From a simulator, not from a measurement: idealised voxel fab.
This section sets out a process module, namely voxel wiring stack.
cross-section cut | 235 nm wide | cells 5 nm
Each cross-section below is a grid of square cells, stated as bands in top-down order, with one or more rows of cells making up each band.
Top height, bottom height, nm. Materials left to right, width each, nm. Single material + "all across" = fills band edge to edge. "air" = empty.
Heights from 0 (as-received wafer is one material below). Bottom band endless downward, as "top 0, no bottom".
It should be noted that a width expressed as "30->40" varies in equal increments from row to row of cells within the band, taking the value of the first number at the top row and that of the second number at the bottom row.
You'll sometimes find "remains unaltered" written for a step, and that's the way of saying that nowhere in the cross-section did a cell change during that step.
Enclosed voids (no open way to top), threshold 8 cells or more, entry "Entrapped void list", notation width x height at distance, distance from left edge, nm.
That trailing text on a step's line, after the settings, is the simulator's own remark on the step.
On any step carrying a mask, the "overlay nm" setting, if present on the step's line, tells how far right of its planned place the mask lay; negative values point to the left.
# Steps planned for the process
1. RECEIVE | material Si
2. CONFORMAL_DEP | material SiO2 | thk nm 10
3. DIRECTIONAL_DEP | material TiN | thk nm 5
4. DIRECTIONAL_DEP | material W | thk nm 15
5. MASKED_ETCH | tone cover | mask id METAL_1 | width nm 20 | pitch nm 50 | etch materials W | depth nm 15 | overlay nm 0
6. MASKED_ETCH | tone cover | mask id METAL_1 | width nm 20 | pitch nm 50 | etch materials TiN | depth nm 5 | overlay nm 0
7. FILL_DEP | material SiO2 | thk nm 10
8. CMP | height nm 30
9. CONFORMAL_DEP | material SiCN | thk nm 5
10. DIRECTIONAL_DEP | material lowk | thk nm 25
11. MASKED_ETCH | tone open | mask id METAL_2 | width nm 20 | pitch nm 50 | etch materials lowk | depth nm 15 | overlay nm 0
12. PATTERN | tone open | mask id METAL_2_HOLES | material resist | width nm 15 | pitch nm 50 | thk nm 15 | overlay nm 0
13. DIRECTIONAL_ETCH | etch materials lowk | depth nm 10
14. DIRECTIONAL_ETCH | etch materials SiCN | depth nm 5
15. STRIP | etch materials resist
16. CONFORMAL_DEP | material TiN | thk nm 5
17. FILL_DEP | material Ru | thk nm 5
18. CMP | height nm 60
19. CONFORMAL_DEP | material SiCN | thk nm 5
20. DIRECTIONAL_DEP | material SiO2 | thk nm 20
21. MASKED_ETCH | tone open | mask id PLUG_2 | width nm 15 | pitch nm 100 | etch materials SiO2 | depth nm 20 | overlay nm 0
22. MASKED_ETCH | tone open | mask id PLUG_2 | width nm 15 | pitch nm 100 | etch materials SiCN | depth nm 5 | overlay nm 0
23. CONFORMAL_DEP | material TiN | thk nm 5
24. FILL_DEP | material Cu | thk nm 5
25. CMP | height nm 85
26. CONFORMAL_DEP | material SiN | thk nm 5
27. DIRECTIONAL_DEP | material lowk | thk nm 20
28. DIRECTIONAL_DEP | material aC | thk nm 10
29. PATTERN | tone open | mask id METAL_3 | material resist | width nm 20 | pitch nm 50 | thk nm 30 | overlay nm 0
30. DIRECTIONAL_ETCH | etch materials aC | depth nm 10
31. STRIP | etch materials resist
32. DIRECTIONAL_ETCH | etch materials lowk | depth nm 20
33. DIRECTIONAL_ETCH | etch materials SiN | depth nm 5
34. STRIP | etch materials aC
35. CONFORMAL_DEP | material TiN | thk nm 5
36. FILL_DEP | material Cu | thk nm 5
37. CMP | height nm 110
38. EPI | material Ru | thk nm 5
39. FILL_DEP | material SiCN | thk nm 5
# First of two wafers - as planned
# Step 1 complete: cross-section of the wafer as received
> top 0, no bottom | Si all across
> Entrapped void list: none
# Step 2 complete: cross-section through the wafer
> top 10, bottom 0 | SiO2 all across
> Unchanged below 0.
# Step 3 complete: cross-section through the wafer
> top 15, bottom 10 | TiN all across
> Unchanged below 10.
# Step 4 complete: cross-section through the wafer
> top 30, bottom 15 | W all across
> Unchanged below 15.
# Step 5 complete: cross-section through the wafer
> top 30, bottom 15 | air 30 nm / W 20 nm / air 30 nm / W 20 nm / air 30 nm / W 20 nm / air 30 nm / W 20 nm / air 35 nm
> Unchanged below 15.
# Step 6 complete: cross-section through the wafer
> top 30, bottom 15 | air 30 nm / W 20 nm / air 30 nm / W 20 nm / air 30 nm / W 20 nm / air 30 nm / W 20 nm / air 35 nm
> top 15, bottom 10 | air 30 nm / TiN 20 nm / air 30 nm / TiN 20 nm / air 30 nm / TiN 20 nm / air 30 nm / TiN 20 nm / air 35 nm
> Unchanged below 10.
# Step 7 complete: cross-section through the wafer
> top 40, bottom 30 | SiO2 all across
> top 30, bottom 15 | SiO2 30 nm / W 20 nm / SiO2 30 nm / W 20 nm / SiO2 30 nm / W 20 nm / SiO2 30 nm / W 20 nm / SiO2 35 nm
> top 15, bottom 10 | SiO2 30 nm / TiN 20 nm / SiO2 30 nm / TiN 20 nm / SiO2 30 nm / TiN 20 nm / SiO2 30 nm / TiN 20 nm / SiO2 35 nm
> Unchanged below 10.
# Step 8 complete: cross-section through the wafer
> top 30, bottom 15 | SiO2 30 nm / W 20 nm / SiO2 30 nm / W 20 nm / SiO2 30 nm / W 20 nm / SiO2 30 nm / W 20 nm / SiO2 35 nm
> Unchanged below 15.
# Step 9 complete: cross-section through the wafer
> top 35, bottom 30 | SiCN all across
> Unchanged below 30.
# Step 10 complete: cross-section through the wafer
> top 60, bottom 35 | lowk all across
> Unchanged below 35.
# Step 11 complete: cross-section through the wafer
> top 60, bottom 45 | lowk 30 nm / air 20 nm / lowk 30 nm / air 20 nm / lowk 30 nm / air 20 nm / lowk 30 nm / air 20 nm / lowk 35 nm
> Unchanged below 45.
# Step 12 complete: cross-section through the wafer
> top 75, bottom 60 | resist 30 nm / air 15 nm / resist 35 nm / air 15 nm / resist 35 nm / air 15 nm / resist 35 nm / air 15 nm / resist 40 nm
> top 60, bottom 45 | lowk 30 nm / air 15 nm / resist 5 nm / lowk 30 nm / air 15 nm / resist 5 nm / lowk 30 nm / air 15 nm / resist 5 nm / lowk 30 nm / air 15 nm / resist 5 nm / lowk 35 nm
> Unchanged below 45.
# Step 13 complete: cross-section through the wafer
> top 75, bottom 60 | resist 30 nm / air 15 nm / resist 35 nm / air 15 nm / resist 35 nm / air 15 nm / resist 35 nm / air 15 nm / resist 40 nm
> top 60, bottom 45 | lowk 30 nm / air 15 nm / resist 5 nm / lowk 30 nm / air 15 nm / resist 5 nm / lowk 30 nm / air 15 nm / resist 5 nm / lowk 30 nm / air 15 nm / resist 5 nm / lowk 35 nm
> top 45, bottom 35 | lowk 30 nm / air 15 nm / lowk 35 nm / air 15 nm / lowk 35 nm / air 15 nm / lowk 35 nm / air 15 nm / lowk 40 nm
> Unchanged below 35.
# Step 14 complete: cross-section through the wafer
> top 75, bottom 60 | resist 30 nm / air 15 nm / resist 35 nm / air 15 nm / resist 35 nm / air 15 nm / resist 35 nm / air 15 nm / resist 40 nm
> top 60, bottom 45 | lowk 30 nm / air 15 nm / resist 5 nm / lowk 30 nm / air 15 nm / resist 5 nm / lowk 30 nm / air 15 nm / resist 5 nm / lowk 30 nm / air 15 nm / resist 5 nm / lowk 35 nm
> top 45, bottom 35 | lowk 30 nm / air 15 nm / lowk 35 nm / air 15 nm / lowk 35 nm / air 15 nm / lowk 35 nm / air 15 nm / lowk 40 nm
> top 35, bottom 30 | SiCN 30 nm / air 15 nm / SiCN 35 nm / air 15 nm / SiCN 35 nm / air 15 nm / SiCN 35 nm / air 15 nm / SiCN 40 nm
> Unchanged below 30.
# Step 15 complete: cross-section through the wafer
> top 60, bottom 45 | lowk 30 nm / air 20 nm / lowk 30 nm / air 20 nm / lowk 30 nm / air 20 nm / lowk 30 nm / air 20 nm / lowk 35 nm
> Unchanged below 45.
# Step 16 complete: cross-section through the wafer
> top 65, bottom 60 | TiN 35 nm / air 10 nm / TiN 40 nm / air 10 nm / TiN 40 nm / air 10 nm / TiN 40 nm / air 10 nm / TiN 40 nm
> top 60, bottom 50 | lowk 30 nm / TiN 5 nm / air 10 nm / TiN 5 nm / lowk 30 nm / TiN 5 nm / air 10 nm / TiN 5 nm / lowk 30 nm / TiN 5 nm / air 10 nm / TiN 5 nm / lowk 30 nm / TiN 5 nm / air 10 nm / TiN 5 nm / lowk 35 nm
> top 50, bottom 45 | lowk 30 nm / TiN 5 nm / air 5 nm / TiN 10 nm / lowk 30 nm / TiN 5 nm / air 5 nm / TiN 10 nm / lowk 30 nm / TiN 5 nm / air 5 nm / TiN 10 nm / lowk 30 nm / TiN 5 nm / air 5 nm / TiN 10 nm / lowk 35 nm
> top 45, bottom 35 | lowk 30 nm / TiN 5 nm / air 5 nm / TiN 5 nm / lowk 35 nm / TiN 5 nm / air 5 nm / TiN 5 nm / lowk 35 nm / TiN 5 nm / air 5 nm / TiN 5 nm / lowk 35 nm / TiN 5 nm / air 5 nm / TiN 5 nm / lowk 40 nm
> top 35, bottom 30 | SiCN 30 nm / TiN 15 nm / SiCN 35 nm / TiN 15 nm / SiCN 35 nm / TiN 15 nm / SiCN 35 nm / TiN 15 nm / SiCN 40 nm
> Unchanged below 30.
# Step 17 complete: cross-section through the wafer
> top 70, bottom 65 | Ru all across
> top 65, bottom 60 | TiN 35 nm / Ru 10 nm / TiN 40 nm / Ru 10 nm / TiN 40 nm / Ru 10 nm / TiN 40 nm / Ru 10 nm / TiN 40 nm
> top 60, bottom 50 | lowk 30 nm / TiN 5 nm / Ru 10 nm / TiN 5 nm / lowk 30 nm / TiN 5 nm / Ru 10 nm / TiN 5 nm / lowk 30 nm / TiN 5 nm / Ru 10 nm / TiN 5 nm / lowk 30 nm / TiN 5 nm / Ru 10 nm / TiN 5 nm / lowk 35 nm
> top 50, bottom 45 | lowk 30 nm / TiN 5 nm / Ru 5 nm / TiN 10 nm / lowk 30 nm / TiN 5 nm / Ru 5 nm / TiN 10 nm / lowk 30 nm / TiN 5 nm / Ru 5 nm / TiN 10 nm / lowk 30 nm / TiN 5 nm / Ru 5 nm / TiN 10 nm / lowk 35 nm
> top 45, bottom 35 | lowk 30 nm / TiN 5 nm / Ru 5 nm / TiN 5 nm / lowk 35 nm / TiN 5 nm / Ru 5 nm / TiN 5 nm / lowk 35 nm / TiN 5 nm / Ru 5 nm / TiN 5 nm / lowk 35 nm / TiN 5 nm / Ru 5 nm / TiN 5 nm / lowk 40 nm
> Unchanged below 35.
# Step 18 complete: cross-section through the wafer
> top 60, bottom 50 | lowk 30 nm / TiN 5 nm / Ru 10 nm / TiN 5 nm / lowk 30 nm / TiN 5 nm / Ru 10 nm / TiN 5 nm / lowk 30 nm / TiN 5 nm / Ru 10 nm / TiN 5 nm / lowk 30 nm / TiN 5 nm / Ru 10 nm / TiN 5 nm / lowk 35 nm
> Unchanged below 50.
# Step 19 complete: cross-section through the wafer
> top 65, bottom 60 | SiCN all across
> Unchanged below 60.
# Step 20 complete: cross-section through the wafer
> top 85, bottom 65 | SiO2 all across
> Unchanged below 65.
# Step 21 complete: cross-section through the wafer
> top 85, bottom 65 | SiO2 30 nm / air 15 nm / SiO2 85 nm / air 15 nm / SiO2 90 nm
> Unchanged below 65.
# Step 22 complete: cross-section through the wafer
> top 85, bottom 65 | SiO2 30 nm / air 15 nm / SiO2 85 nm / air 15 nm / SiO2 90 nm
> top 65, bottom 60 | SiCN 30 nm / air 15 nm / SiCN 85 nm / air 15 nm / SiCN 90 nm
> Unchanged below 60.
# Step 23 complete: cross-section through the wafer
> top 90, bottom 85 | TiN 35 nm / air 5 nm / TiN 95 nm / air 5 nm / TiN 95 nm
> top 85, bottom 65 | SiO2 30 nm / TiN 5 nm / air 5 nm / TiN 5 nm / SiO2 85 nm / TiN 5 nm / air 5 nm / TiN 5 nm / SiO2 90 nm
> top 65, bottom 60 | SiCN 30 nm / TiN 15 nm / SiCN 85 nm / TiN 15 nm / SiCN 90 nm
> Unchanged below 60.
# Step 24 complete: cross-section through the wafer
> top 95, bottom 90 | Cu all across
> top 90, bottom 85 | TiN 35 nm / Cu 5 nm / TiN 95 nm / Cu 5 nm / TiN 95 nm
> top 85, bottom 65 | SiO2 30 nm / TiN 5 nm / Cu 5 nm / TiN 5 nm / SiO2 85 nm / TiN 5 nm / Cu 5 nm / TiN 5 nm / SiO2 90 nm
> Unchanged below 65.
# Step 25 complete: cross-section through the wafer
> top 85, bottom 65 | SiO2 30 nm / TiN 5 nm / Cu 5 nm / TiN 5 nm / SiO2 85 nm / TiN 5 nm / Cu 5 nm / TiN 5 nm / SiO2 90 nm
> Unchanged below 65.
# Step 26 complete: cross-section through the wafer
> top 90, bottom 85 | SiN all across
> Unchanged below 85.
# Step 27 complete: cross-section through the wafer
> top 110, bottom 90 | lowk all across
> Unchanged below 90.
# Step 28 complete: cross-section through the wafer
> top 120, bottom 110 | aC all across
> Unchanged below 110.
# Step 29 complete: cross-section through the wafer
> top 150, bottom 120 | resist 30 nm / air 20 nm / resist 30 nm / air 20 nm / resist 30 nm / air 20 nm / resist 30 nm / air 20 nm / resist 35 nm
> Unchanged below 120.
# Step 30 complete: cross-section through the wafer
> top 140, bottom 120 | resist 30 nm / air 20 nm / resist 30 nm / air 20 nm / resist 30 nm / air 20 nm / resist 30 nm / air 20 nm / resist 35 nm
> top 120, bottom 110 | aC 30 nm / air 20 nm / aC 30 nm / air 20 nm / aC 30 nm / air 20 nm / aC 30 nm / air 20 nm / aC 35 nm
> Unchanged below 110.
# Step 31 complete: cross-section through the wafer
> top 120, bottom 110 | aC 30 nm / air 20 nm / aC 30 nm / air 20 nm / aC 30 nm / air 20 nm / aC 30 nm / air 20 nm / aC 35 nm
> Unchanged below 110.
# Step 32 complete: cross-section through the wafer
> top 120, bottom 110 | aC 30 nm / air 20 nm / aC 30 nm / air 20 nm / aC 30 nm / air 20 nm / aC 30 nm / air 20 nm / aC 35 nm
> top 110, bottom 90 | lowk 30 nm / air 20 nm / lowk 30 nm / air 20 nm / lowk 30 nm / air 20 nm / lowk 30 nm / air 20 nm / lowk 35 nm
> Unchanged below 90.
# Step 33 complete: cross-section through the wafer
> top 120, bottom 110 | aC 30 nm / air 20 nm / aC 30 nm / air 20 nm / aC 30 nm / air 20 nm / aC 30 nm / air 20 nm / aC 35 nm
> top 110, bottom 90 | lowk 30 nm / air 20 nm / lowk 30 nm / air 20 nm / lowk 30 nm / air 20 nm / lowk 30 nm / air 20 nm / lowk 35 nm
> top 90, bottom 85 | SiN 30 nm / air 20 nm / SiN 30 nm / air 20 nm / SiN 30 nm / air 20 nm / SiN 30 nm / air 20 nm / SiN 35 nm
> Unchanged below 85.
# Step 34 complete: cross-section through the wafer
> top 110, bottom 90 | lowk 30 nm / air 20 nm / lowk 30 nm / air 20 nm / lowk 30 nm / air 20 nm / lowk 30 nm / air 20 nm / lowk 35 nm
> Unchanged below 90.
# Step 35 complete: cross-section through the wafer
> top 115, bottom 110 | TiN 35 nm / air 10 nm / TiN 40 nm / air 10 nm / TiN 40 nm / air 10 nm / TiN 40 nm / air 10 nm / TiN 40 nm
> top 110, bottom 90 | lowk 30 nm / TiN 5 nm / air 10 nm / TiN 5 nm / lowk 30 nm / TiN 5 nm / air 10 nm / TiN 5 nm / lowk 30 nm / TiN 5 nm / air 10 nm / TiN 5 nm / lowk 30 nm / TiN 5 nm / air 10 nm / TiN 5 nm / lowk 35 nm
> top 90, bottom 85 | SiN 30 nm / TiN 20 nm / SiN 30 nm / TiN 20 nm / SiN 30 nm / TiN 20 nm / SiN 30 nm / TiN 20 nm / SiN 35 nm
> Unchanged below 85.
# Step 36 complete: cross-section through the wafer
> top 120, bottom 115 | Cu all across
> top 115, bottom 110 | TiN 35 nm / Cu 10 nm / TiN 40 nm / Cu 10 nm / TiN 40 nm / Cu 10 nm / TiN 40 nm / Cu 10 nm / TiN 40 nm
> top 110, bottom 90 | lowk 30 nm / TiN 5 nm / Cu 10 nm / TiN 5 nm / lowk 30 nm / TiN 5 nm / Cu 10 nm / TiN 5 nm / lowk 30 nm / TiN 5 nm / Cu 10 nm / TiN 5 nm / lowk 30 nm / TiN 5 nm / Cu 10 nm / TiN 5 nm / lowk 35 nm
> Unchanged below 90.
# Step 37 complete: cross-section through the wafer
> top 110, bottom 90 | lowk 30 nm / TiN 5 nm / Cu 10 nm / TiN 5 nm / lowk 30 nm / TiN 5 nm / Cu 10 nm / TiN 5 nm / lowk 30 nm / TiN 5 nm / Cu 10 nm / TiN 5 nm / lowk 30 nm / TiN 5 nm / Cu 10 nm / TiN 5 nm / lowk 35 nm
> Unchanged below 90.
# Step 38 complete: cross-section through the wafer
> top 115, bottom 110 | air 25 nm / Ru 30 nm / air 20 nm / Ru 30 nm / air 20 nm / Ru 30 nm / air 20 nm / Ru 30 nm / air 30 nm
> Unchanged below 110.
# Step 39 complete: cross-section through the wafer
> top 120, bottom 115 | SiCN all across
> top 115, bottom 110 | SiCN 25 nm / Ru 30 nm / SiCN 20 nm / Ru 30 nm / SiCN 20 nm / Ru 30 nm / SiCN 20 nm / Ru 30 nm / SiCN 30 nm
> Unchanged below 110.
# Wafer two of the pair: same origin, same plan, one error during the run; identical to wafer one up to and including step 7
# The second wafer cut through, at the time step 8 was supposed to be finished
> top 20, bottom 15 | SiO2 30 nm / W 20 nm / SiO2 30 nm / W 20 nm / SiO2 30 nm / W 20 nm / SiO2 30 nm / W 20 nm / SiO2 35 nm
> Unchanged below 15.
# The second wafer cut through, at the time step 9 was supposed to be finished
> top 25, bottom 20 | SiCN all across
> Unchanged below 20.
# The second wafer cut through, at the time step 10 was supposed to be finished
> top 50, bottom 25 | lowk all across
> Unchanged below 25.
# The second wafer cut through, at the time step 11 was supposed to be finished
> top 50, bottom 35 | lowk 30 nm / air 20 nm / lowk 30 nm / air 20 nm / lowk 30 nm / air 20 nm / lowk 30 nm / air 20 nm / lowk 35 nm
> Unchanged below 35.
# The second wafer cut through, at the time step 12 was supposed to be finished
> top 65, bottom 50 | resist 30 nm / air 15 nm / resist 35 nm / air 15 nm / resist 35 nm / air 15 nm / resist 35 nm / air 15 nm / resist 40 nm
> top 50, bottom 35 | lowk 30 nm / air 15 nm / resist 5 nm / lowk 30 nm / air 15 nm / resist 5 nm / lowk 30 nm / air 15 nm / resist 5 nm / lowk 30 nm / air 15 nm / resist 5 nm / lowk 35 nm
> Unchanged below 35.
# The second wafer cut through, at the time step 13 was supposed to be finished
> top 65, bottom 50 | resist 30 nm / air 15 nm / resist 35 nm / air 15 nm / resist 35 nm / air 15 nm / resist 35 nm / air 15 nm / resist 40 nm
> top 50, bottom 35 | lowk 30 nm / air 15 nm / resist 5 nm / lowk 30 nm / air 15 nm / resist 5 nm / lowk 30 nm / air 15 nm / resist 5 nm / lowk 30 nm / air 15 nm / resist 5 nm / lowk 35 nm
> top 35, bottom 25 | lowk 30 nm / air 15 nm / lowk 35 nm / air 15 nm / lowk 35 nm / air 15 nm / lowk 35 nm / air 15 nm / lowk 40 nm
> Unchanged below 25.
# The second wafer cut through, at the time step 14 was supposed to be finished
> top 65, bottom 50 | resist 30 nm / air 15 nm / resist 35 nm / air 15 nm / resist 35 nm / air 15 nm / resist 35 nm / air 15 nm / resist 40 nm
> top 50, bottom 35 | lowk 30 nm / air 15 nm / resist 5 nm / lowk 30 nm / air 15 nm / resist 5 nm / lowk 30 nm / air 15 nm / resist 5 nm / lowk 30 nm / air 15 nm / resist 5 nm / lowk 35 nm
> top 35, bottom 25 | lowk 30 nm / air 15 nm / lowk 35 nm / air 15 nm / lowk 35 nm / air 15 nm / lowk 35 nm / air 15 nm / lowk 40 nm
> top 25, bottom 20 | SiCN 30 nm / air 15 nm / SiCN 35 nm / air 15 nm / SiCN 35 nm / air 15 nm / SiCN 35 nm / air 15 nm / SiCN 40 nm
> Unchanged below 20.
# The second wafer cut through, at the time step 15 was supposed to be finished
> top 50, bottom 35 | lowk 30 nm / air 20 nm / lowk 30 nm / air 20 nm / lowk 30 nm / air 20 nm / lowk 30 nm / air 20 nm / lowk 35 nm
> Unchanged below 35.
# The second wafer cut through, at the time step 16 was supposed to be finished
> top 55, bottom 50 | TiN 35 nm / air 10 nm / TiN 40 nm / air 10 nm / TiN 40 nm / air 10 nm / TiN 40 nm / air 10 nm / TiN 40 nm
> top 50, bottom 40 | lowk 30 nm / TiN 5 nm / air 10 nm / TiN 5 nm / lowk 30 nm / TiN 5 nm / air 10 nm / TiN 5 nm / lowk 30 nm / TiN 5 nm / air 10 nm / TiN 5 nm / lowk 30 nm / TiN 5 nm / air 10 nm / TiN 5 nm / lowk 35 nm
> top 40, bottom 35 | lowk 30 nm / TiN 5 nm / air 5 nm / TiN 10 nm / lowk 30 nm / TiN 5 nm / air 5 nm / TiN 10 nm / lowk 30 nm / TiN 5 nm / air 5 nm / TiN 10 nm / lowk 30 nm / TiN 5 nm / air 5 nm / TiN 10 nm / lowk 35 nm
> top 35, bottom 25 | lowk 30 nm / TiN 5 nm / air 5 nm / TiN 5 nm / lowk 35 nm / TiN 5 nm / air 5 nm / TiN 5 nm / lowk 35 nm / TiN 5 nm / air 5 nm / TiN 5 nm / lowk 35 nm / TiN 5 nm / air 5 nm / TiN 5 nm / lowk 40 nm
> top 25, bottom 20 | SiCN 30 nm / TiN 15 nm / SiCN 35 nm / TiN 15 nm / SiCN 35 nm / TiN 15 nm / SiCN 35 nm / TiN 15 nm / SiCN 40 nm
> Unchanged below 20.
# The second wafer cut through, at the time step 17 was supposed to be finished
> top 60, bottom 55 | Ru all across
> top 55, bottom 50 | TiN 35 nm / Ru 10 nm / TiN 40 nm / Ru 10 nm / TiN 40 nm / Ru 10 nm / TiN 40 nm / Ru 10 nm / TiN 40 nm
> top 50, bottom 40 | lowk 30 nm / TiN 5 nm / Ru 10 nm / TiN 5 nm / lowk 30 nm / TiN 5 nm / Ru 10 nm / TiN 5 nm / lowk 30 nm / TiN 5 nm / Ru 10 nm / TiN 5 nm / lowk 30 nm / TiN 5 nm / Ru 10 nm / TiN 5 nm / lowk 35 nm
> top 40, bottom 35 | lowk 30 nm / TiN 5 nm / Ru 5 nm / TiN 10 nm / lowk 30 nm / TiN 5 nm / Ru 5 nm / TiN 10 nm / lowk 30 nm / TiN 5 nm / Ru 5 nm / TiN 10 nm / lowk 30 nm / TiN 5 nm / Ru 5 nm / TiN 10 nm / lowk 35 nm
> top 35, bottom 25 | lowk 30 nm / TiN 5 nm / Ru 5 nm / TiN 5 nm / lowk 35 nm / TiN 5 nm / Ru 5 nm / TiN 5 nm / lowk 35 nm / TiN 5 nm / Ru 5 nm / TiN 5 nm / lowk 35 nm / TiN 5 nm / Ru 5 nm / TiN 5 nm / lowk 40 nm
> Unchanged below 25.
The second wafer cut through, at the time step 18 was supposed to be finished: remains unaltered
# The second wafer cut through, at the time step 19 was supposed to be finished
> top 65, bottom 60 | SiCN all across
> Unchanged below 60.
# The second wafer cut through, at the time step 20 was supposed to be finished
> top 85, bottom 65 | SiO2 all across
> Unchanged below 65.
# The second wafer cut through, at the time step 21 was supposed to be finished
> top 85, bottom 65 | SiO2 30 nm / air 15 nm / SiO2 85 nm / air 15 nm / SiO2 90 nm
> Unchanged below 65.
# The second wafer cut through, at the time step 22 was supposed to be finished
> top 85, bottom 65 | SiO2 30 nm / air 15 nm / SiO2 85 nm / air 15 nm / SiO2 90 nm
> top 65, bottom 60 | SiCN 30 nm / air 15 nm / SiCN 85 nm / air 15 nm / SiCN 90 nm
> Unchanged below 60.
# The second wafer cut through, at the time step 23 was supposed to be finished
> top 90, bottom 85 | TiN 35 nm / air 5 nm / TiN 95 nm / air 5 nm / TiN 95 nm
> top 85, bottom 65 | SiO2 30 nm / TiN 5 nm / air 5 nm / TiN 5 nm / SiO2 85 nm / TiN 5 nm / air 5 nm / TiN 5 nm / SiO2 90 nm
> top 65, bottom 60 | SiCN 30 nm / TiN 15 nm / SiCN 85 nm / TiN 15 nm / SiCN 90 nm
> Unchanged below 60.
# The second wafer cut through, at the time step 24 was supposed to be finished
> top 95, bottom 90 | Cu all across
> top 90, bottom 85 | TiN 35 nm / Cu 5 nm / TiN 95 nm / Cu 5 nm / TiN 95 nm
> top 85, bottom 65 | SiO2 30 nm / TiN 5 nm / Cu 5 nm / TiN 5 nm / SiO2 85 nm / TiN 5 nm / Cu 5 nm / TiN 5 nm / SiO2 90 nm
> Unchanged below 65.
# The second wafer cut through, at the time step 25 was supposed to be finished
> top 85, bottom 65 | SiO2 30 nm / TiN 5 nm / Cu 5 nm / TiN 5 nm / SiO2 85 nm / TiN 5 nm / Cu 5 nm / TiN 5 nm / SiO2 90 nm
> Unchanged below 65.
# The second wafer cut through, at the time step 26 was supposed to be finished
> top 90, bottom 85 | SiN all across
> Unchanged below 85.
# The second wafer cut through, at the time step 27 was supposed to be finished
> top 110, bottom 90 | lowk all across
> Unchanged below 90.
# The second wafer cut through, at the time step 28 was supposed to be finished
> top 120, bottom 110 | aC all across
> Unchanged below 110.
# The second wafer cut through, at the time step 29 was supposed to be finished
> top 150, bottom 120 | resist 30 nm / air 20 nm / resist 30 nm / air 20 nm / resist 30 nm / air 20 nm / resist 30 nm / air 20 nm / resist 35 nm
> Unchanged below 120.
# The second wafer cut through, at the time step 30 was supposed to be finished
> top 140, bottom 120 | resist 30 nm / air 20 nm / resist 30 nm / air 20 nm / resist 30 nm / air 20 nm / resist 30 nm / air 20 nm / resist 35 nm
> top 120, bottom 110 | aC 30 nm / air 20 nm / aC 30 nm / air 20 nm / aC 30 nm / air 20 nm / aC 30 nm / air 20 nm / aC 35 nm
> Unchanged below 110.
# The second wafer cut through, at the time step 31 was supposed to be finished
> top 120, bottom 110 | aC 30 nm / air 20 nm / aC 30 nm / air 20 nm / aC 30 nm / air 20 nm / aC 30 nm / air 20 nm / aC 35 nm
> Unchanged below 110.
# The second wafer cut through, at the time step 32 was supposed to be finished
> top 120, bottom 110 | aC 30 nm / air 20 nm / aC 30 nm / air 20 nm / aC 30 nm / air 20 nm / aC 30 nm / air 20 nm / aC 35 nm
> top 110, bottom 90 | lowk 30 nm / air 20 nm / lowk 30 nm / air 20 nm / lowk 30 nm / air 20 nm / lowk 30 nm / air 20 nm / lowk 35 nm
> Unchanged below 90.
# The second wafer cut through, at the time step 33 was supposed to be finished
> top 120, bottom 110 | aC 30 nm / air 20 nm / aC 30 nm / air 20 nm / aC 30 nm / air 20 nm / aC 30 nm / air 20 nm / aC 35 nm
> top 110, bottom 90 | lowk 30 nm / air 20 nm / lowk 30 nm / air 20 nm / lowk 30 nm / air 20 nm / lowk 30 nm / air 20 nm / lowk 35 nm
> top 90, bottom 85 | SiN 30 nm / air 20 nm / SiN 30 nm / air 20 nm / SiN 30 nm / air 20 nm / SiN 30 nm / air 20 nm / SiN 35 nm
> Unchanged below 85.
# The second wafer cut through, at the time step 34 was supposed to be finished
> top 110, bottom 90 | lowk 30 nm / air 20 nm / lowk 30 nm / air 20 nm / lowk 30 nm / air 20 nm / lowk 30 nm / air 20 nm / lowk 35 nm
> Unchanged below 90.
# The second wafer cut through, at the time step 35 was supposed to be finished
> top 115, bottom 110 | TiN 35 nm / air 10 nm / TiN 40 nm / air 10 nm / TiN 40 nm / air 10 nm / TiN 40 nm / air 10 nm / TiN 40 nm
> top 110, bottom 90 | lowk 30 nm / TiN 5 nm / air 10 nm / TiN 5 nm / lowk 30 nm / TiN 5 nm / air 10 nm / TiN 5 nm / lowk 30 nm / TiN 5 nm / air 10 nm / TiN 5 nm / lowk 30 nm / TiN 5 nm / air 10 nm / TiN 5 nm / lowk 35 nm
> top 90, bottom 85 | SiN 30 nm / TiN 20 nm / SiN 30 nm / TiN 20 nm / SiN 30 nm / TiN 20 nm / SiN 30 nm / TiN 20 nm / SiN 35 nm
> Unchanged below 85.
# The second wafer cut through, at the time step 36 was supposed to be finished
> top 120, bottom 115 | Cu all across
> top 115, bottom 110 | TiN 35 nm / Cu 10 nm / TiN 40 nm / Cu 10 nm / TiN 40 nm / Cu 10 nm / TiN 40 nm / Cu 10 nm / TiN 40 nm
> top 110, bottom 90 | lowk 30 nm / TiN 5 nm / Cu 10 nm / TiN 5 nm / lowk 30 nm / TiN 5 nm / Cu 10 nm / TiN 5 nm / lowk 30 nm / TiN 5 nm / Cu 10 nm / TiN 5 nm / lowk 30 nm / TiN 5 nm / Cu 10 nm / TiN 5 nm / lowk 35 nm
> Unchanged below 90.
# The second wafer cut through, at the time step 37 was supposed to be finished
> top 110, bottom 90 | lowk 30 nm / TiN 5 nm / Cu 10 nm / TiN 5 nm / lowk 30 nm / TiN 5 nm / Cu 10 nm / TiN 5 nm / lowk 30 nm / TiN 5 nm / Cu 10 nm / TiN 5 nm / lowk 30 nm / TiN 5 nm / Cu 10 nm / TiN 5 nm / lowk 35 nm
> Unchanged below 90.
# The second wafer cut through, at the time step 38 was supposed to be finished
> top 115, bottom 110 | air 25 nm / Ru 30 nm / air 20 nm / Ru 30 nm / air 20 nm / Ru 30 nm / air 20 nm / Ru 30 nm / air 30 nm
> Unchanged below 110.
# The second wafer cut through, at the time step 39 was supposed to be finished
> top 120, bottom 115 | SiCN all across
> top 115, bottom 110 | SiCN 25 nm / Ru 30 nm / SiCN 20 nm / Ru 30 nm / SiCN 20 nm / Ru 30 nm / SiCN 20 nm / Ru 30 nm / SiCN 30 nm
> Unchanged below 110.
Finding, execution versus plan: not per plan at step 8, really ran CMP | height nm 20
In the final state, the cell counts of the second wafer exceed or fall short of those of the first for the following materials: Ru: 55 more, SiO2: 62 fewer, TiN: 39 more, W: 32 fewer
